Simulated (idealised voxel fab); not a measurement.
process module | voxel plated lines
cross-section cut | 245 nm wide | cells 5 nm
A cross-section is a grid of square cells, given in bands from the top down. A band is one or more rows of cells.
Each band's line starts with the height of the band's top and of its bottom, in nm. Then come its materials from left to right, each with its width in nm. One material with "throughout" fills the band from edge to edge. "air" is empty space.
Height 0 is the level under which the wafer as received is all one material. The lowest band goes on downwards, as in "0 down".
A width such as "30 to 40" changes by the same amount from each row of cells to the next, from the band's top row to its bottom row.
"no change" after a step means that no cell of the cross-section changed.
closed voids: empty space of 8 cells or more with no open way to the top, each as width x height at its distance from the left edge, in nm
after a step's settings: what the simulator itself notes on the step
overlay nm, on a step with a mask: how far to the right of its planned place the mask lay; to the left if negative
plan
1 op RECEIVE | material Si
2 op CONFORMAL_DEP | material SiO2 | thk nm 5
3 op DIRECTIONAL_DEP | material TiN | thk nm 5
4 op PATTERN | tone open | mask id LINES | material resist | width nm 20 | pitch nm 35 | thk nm 40 | overlay nm 0
5 op EPI | material Ru | thk nm 5
6 op EPI | material Ru | thk nm 5
7 op EPI | material Ru | thk nm 5
8 op STRIP | etch materials resist
9 op DIRECTIONAL_ETCH | etch materials TiN | depth nm 5
10 op CONFORMAL_DEP | material SiCN | thk nm 10
as received, after step 1
  0 down: Si throughout
  closed voids: none
a wafer at the end: this start, this plan, one mistake
  35 to 25: SiCN throughout
  25 to 10: Ru 75 | SiCN 20 | Ru 15 | SiCN 20 | Ru 15 | SiCN 20 | Ru 80
  10 to 5: TiN 75 | SiCN 20 | TiN 15 | SiCN 20 | TiN 15 | SiCN 20 | TiN 80
  5 to 0: SiO2 throughout
  0 down: Si throughout
  closed voids: none
what went wrong: step 4 ran as: op PATTERN | tone cover | mask id LINES | material resist | width nm 20 | pitch nm 35 | thk nm 40 | overlay nm 0
